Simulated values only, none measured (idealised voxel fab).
process module | voxel self aligned contacts
cross-section cut | 210 nm wide | cells 5 nm
A cross-section is a grid of square cells, given in bands from the top down. A band is one or more rows of cells.
Each band's line starts with the height of the band's top and of its bottom, in nm. Then come its materials from left to right, each with its width in nm. One material with "throughout" fills the band from edge to edge. "air" is empty space.
Height 0 is the level under which the wafer as received is all one material. The lowest band goes on downwards, as in "0 down".
A width such as "30 to 40" changes by the same amount from each row of cells to the next, from the band's top row to its bottom row.
"no change" after a step means that no cell of the cross-section changed.
closed voids: empty space of 8 cells or more with no open way to the top, each as width x height at its distance from the left edge, in nm
after a step's settings: what the simulator itself notes on the step
overlay nm, on a step with a mask: how far to the right of its planned place the mask lay; to the left if negative
plan
1 op RECEIVE | material Si
2 op OXIDIZE | depth nm 5
3 op DIRECTIONAL_DEP | material polySi | thk nm 25
4 op DIRECTIONAL_DEP | material SiN | thk nm 20
5 op PATTERN | tone cover | mask id GATE | material resist | width nm 30 | pitch nm 55 | thk nm 15 | overlay nm 0
6 op DIRECTIONAL_ETCH | etch materials SiN | depth nm 20
7 op DIRECTIONAL_ETCH | etch materials polySi | depth nm 25
8 op STRIP | etch materials resist
9 op CONFORMAL_DEP | material SiN | thk nm 5
10 op DIRECTIONAL_ETCH | etch materials SiN | depth nm 5
11 op FILL_DEP | material SiO2 | thk nm 15
12 op CMP | height nm 55
13 op PATTERN | tone open | mask id CONTACT | material resist | width nm 35 | pitch nm 55 | thk nm 15 | overlay nm 0
14 op DIRECTIONAL_ETCH | etch materials SiO2 | depth nm 60
15 op STRIP | etch materials resist
16 op CONFORMAL_DEP | material TiN | thk nm 5
17 op FILL_DEP | material W | thk nm 10
18 op CMP | height nm 55
19 op CONFORMAL_DEP | material SiCN | thk nm 5
first wafer, as planned
as received, after step 1
  0 down: Si throughout
  closed voids: none
after step 2
  0 to -5: SiO2 throughout
  below -5: unchanged
after step 3
  25 to 0: polySi throughout
  below 0: unchanged
after step 4
  45 to 25: SiN throughout
  below 25: unchanged
after step 5
  60 to 45: air 35 | resist 30 | air 25 | resist 30 | air 25 | resist 30 | air 35
  below 45: unchanged
after step 6
  60 to 45: air 35 | resist 30 | air 25 | resist 30 | air 25 | resist 30 | air 35
  45 to 25: air 35 | SiN 30 | air 25 | SiN 30 | air 25 | SiN 30 | air 35
  below 25: unchanged
after step 7
  60 to 45: air 35 | resist 30 | air 25 | resist 30 | air 25 | resist 30 | air 35
  45 to 25: air 35 | SiN 30 | air 25 | SiN 30 | air 25 | SiN 30 | air 35
  25 to 0: air 35 | polySi 30 | air 25 | polySi 30 | air 25 | polySi 30 | air 35
  below 0: unchanged
after step 8
  45 to 25: air 35 | SiN 30 | air 25 | SiN 30 | air 25 | SiN 30 | air 35
  below 25: unchanged
after step 9
  50 to 25: air 30 | SiN 40 | air 15 | SiN 40 | air 15 | SiN 40 | air 30
  25 to 5: air 30 | SiN 5 | polySi 30 | SiN 5 | air 15 | SiN 5 | polySi 30 | SiN 5 | air 15 | SiN 5 | polySi 30 | SiN 5 | air 30
  5 to 0: SiN 35 | polySi 30 | SiN 25 | polySi 30 | SiN 25 | polySi 30 | SiN 35
  below 0: unchanged
after step 10
  45 to 25: air 30 | SiN 40 | air 15 | SiN 40 | air 15 | SiN 40 | air 30
  25 to 0: air 30 | SiN 5 | polySi 30 | SiN 5 | air 15 | SiN 5 | polySi 30 | SiN 5 | air 15 | SiN 5 | polySi 30 | SiN 5 | air 30
  below 0: unchanged
after step 11
  60 to 45: SiO2 throughout
  45 to 25: SiO2 30 | SiN 40 | SiO2 15 | SiN 40 | SiO2 15 | SiN 40 | SiO2 30
  25 to 0: SiO2 30 | SiN 5 | polySi 30 | SiN 5 | SiO2 15 | SiN 5 | polySi 30 | SiN 5 | SiO2 15 | SiN 5 | polySi 30 | SiN 5 | SiO2 30
  below 0: unchanged
after step 12
  55 to 45: SiO2 throughout
  below 45: unchanged
after step 13
  70 to 55: resist 60 | air 35 | resist 20 | air 35 | resist 60
  below 55: unchanged
after step 14
  70 to 55: resist 60 | air 35 | resist 20 | air 35 | resist 60
  55 to 45: SiO2 60 | air 35 | SiO2 20 | air 35 | SiO2 60
  45 to 25: SiO2 30 | SiN 40 | air 15 | SiN 40 | air 15 | SiN 40 | SiO2 30
  25 to 0: SiO2 30 | SiN 5 | polySi 30 | SiN 5 | air 15 | SiN 5 | polySi 30 | SiN 5 | air 15 | SiN 5 | polySi 30 | SiN 5 | SiO2 30
  0 to -5: SiO2 70 | air 15 | SiO2 40 | air 15 | SiO2 70
  below -5: unchanged
after step 15
  55 to 45: SiO2 60 | air 35 | SiO2 20 | air 35 | SiO2 60
  below 45: unchanged
after step 16
  60 to 55: TiN 65 | air 25 | TiN 30 | air 25 | TiN 65
  55 to 45: SiO2 60 | TiN 5 to 15 | air 25 to 5 | TiN 5 to 15 | SiO2 20 | TiN 5 to 15 | air 25 to 5 | TiN 5 to 15 | SiO2 60
  45 to 25: SiO2 30 | SiN 40 | TiN 5 | air 5 | TiN 5 | SiN 40 | TiN 5 | air 5 | TiN 5 | SiN 40 | SiO2 30
  25 to 0: SiO2 30 | SiN 5 | polySi 30 | SiN 5 | TiN 5 | air 5 | TiN 5 | SiN 5 | polySi 30 | SiN 5 | TiN 5 | air 5 | TiN 5 | SiN 5 | polySi 30 | SiN 5 | SiO2 30
  0 to -5: SiO2 70 | TiN 15 | SiO2 40 | TiN 15 | SiO2 70
  below -5: unchanged
after step 17
  70 to 60: W throughout
  60 to 55: TiN 65 | W 25 | TiN 30 | W 25 | TiN 65
  55 to 45: SiO2 60 | TiN 5 to 15 | W 25 to 5 | TiN 5 to 15 | SiO2 20 | TiN 5 to 15 | W 25 to 5 | TiN 5 to 15 | SiO2 60
  45 to 25: SiO2 30 | SiN 40 | TiN 5 | W 5 | TiN 5 | SiN 40 | TiN 5 | W 5 | TiN 5 | SiN 40 | SiO2 30
  25 to 0: SiO2 30 | SiN 5 | polySi 30 | SiN 5 | TiN 5 | W 5 | TiN 5 | SiN 5 | polySi 30 | SiN 5 | TiN 5 | W 5 | TiN 5 | SiN 5 | polySi 30 | SiN 5 | SiO2 30
  below 0: unchanged
after step 18
  55 to 45: SiO2 60 | TiN 5 to 15 | W 25 to 5 | TiN 5 to 15 | SiO2 20 | TiN 5 to 15 | W 25 to 5 | TiN 5 to 15 | SiO2 60
  below 45: unchanged
after step 19
  60 to 55: SiCN throughout
  below 55: unchanged
second wafer: like start, like plan, one mistake. Through step 3 it matches the first wafer
when step 4 should have ended
  45 to 0: polySi throughout
  below 0: unchanged
when step 5 should have ended
  60 to 45: air 35 | resist 30 | air 25 | resist 30 | air 25 | resist 30 | air 35
  below 45: unchanged
when step 6 should have ended: no change
when step 7 should have ended
  60 to 45: air 35 | resist 30 | air 25 | resist 30 | air 25 | resist 30 | air 35
  45 to 20: air 35 | polySi 30 | air 25 | polySi 30 | air 25 | polySi 30 | air 35
  below 20: unchanged
when step 8 should have ended
  45 to 20: air 35 | polySi 30 | air 25 | polySi 30 | air 25 | polySi 30 | air 35
  below 20: unchanged
when step 9 should have ended
  50 to 45: air 30 | SiN 40 | air 15 | SiN 40 | air 15 | SiN 40 | air 30
  45 to 25: air 30 | SiN 5 | polySi 30 | SiN 5 | air 15 | SiN 5 | polySi 30 | SiN 5 | air 15 | SiN 5 | polySi 30 | SiN 5 | air 30
  25 to 20: SiN 35 | polySi 30 | SiN 25 | polySi 30 | SiN 25 | polySi 30 | SiN 35
  below 20: unchanged
when step 10 should have ended
  45 to 20: air 30 | SiN 5 | polySi 30 | SiN 5 | air 15 | SiN 5 | polySi 30 | SiN 5 | air 15 | SiN 5 | polySi 30 | SiN 5 | air 30
  below 20: unchanged
when step 11 should have ended
  60 to 45: SiO2 throughout
  45 to 20: SiO2 30 | SiN 5 | polySi 30 | SiN 5 | SiO2 15 | SiN 5 | polySi 30 | SiN 5 | SiO2 15 | SiN 5 | polySi 30 | SiN 5 | SiO2 30
  below 20: unchanged
when step 12 should have ended
  55 to 45: SiO2 throughout
  below 45: unchanged
when step 13 should have ended
  70 to 55: resist 60 | air 35 | resist 20 | air 35 | resist 60
  below 55: unchanged
when step 14 should have ended
  70 to 55: resist 60 | air 35 | resist 20 | air 35 | resist 60
  55 to 45: SiO2 60 | air 35 | SiO2 20 | air 35 | SiO2 60
  45 to 20: SiO2 30 | SiN 5 | polySi 30 | SiN 5 | air 15 | SiN 5 | polySi 30 | SiN 5 | air 15 | SiN 5 | polySi 30 | SiN 5 | SiO2 30
  below 20: unchanged
when step 15 should have ended
  55 to 45: SiO2 60 | air 35 | SiO2 20 | air 35 | SiO2 60
  below 45: unchanged
when step 16 should have ended
  60 to 55: TiN 65 | air 25 | TiN 30 | air 25 | TiN 65
  55 to 45: SiO2 60 | TiN 5 to 15 | air 25 to 5 | TiN 5 to 15 | SiO2 20 | TiN 5 to 15 | air 25 to 5 | TiN 5 to 15 | SiO2 60
  45 to 25: SiO2 30 | SiN 5 | polySi 30 | SiN 5 | TiN 5 | air 5 | TiN 5 | SiN 5 | polySi 30 | SiN 5 | TiN 5 | air 5 | TiN 5 | SiN 5 | polySi 30 | SiN 5 | SiO2 30
  25 to 20: SiO2 30 | SiN 5 | polySi 30 | SiN 5 | TiN 15 | SiN 5 | polySi 30 | SiN 5 | TiN 15 | SiN 5 | polySi 30 | SiN 5 | SiO2 30
  below 20: unchanged
when step 17 should have ended
  70 to 60: W throughout
  60 to 55: TiN 65 | W 25 | TiN 30 | W 25 | TiN 65
  55 to 45: SiO2 60 | TiN 5 to 15 | W 25 to 5 | TiN 5 to 15 | SiO2 20 | TiN 5 to 15 | W 25 to 5 | TiN 5 to 15 | SiO2 60
  45 to 25: SiO2 30 | SiN 5 | polySi 30 | SiN 5 | TiN 5 | W 5 | TiN 5 | SiN 5 | polySi 30 | SiN 5 | TiN 5 | W 5 | TiN 5 | SiN 5 | polySi 30 | SiN 5 | SiO2 30
  below 25: unchanged
when step 18 should have ended
  55 to 45: SiO2 60 | TiN 5 to 15 | W 25 to 5 | TiN 5 to 15 | SiO2 20 | TiN 5 to 15 | W 25 to 5 | TiN 5 to 15 | SiO2 60
  below 45: unchanged
when step 19 should have ended
  60 to 55: SiCN throughout
  below 55: unchanged
what went wrong: step 4 ran as: op DIRECTIONAL_DEP | material polySi | thk nm 20
at the end the second wafer has, in cells: 96 fewer of SiN | 42 fewer of SiO2 | 20 fewer of TiN | 10 fewer of W | 168 more of polySi
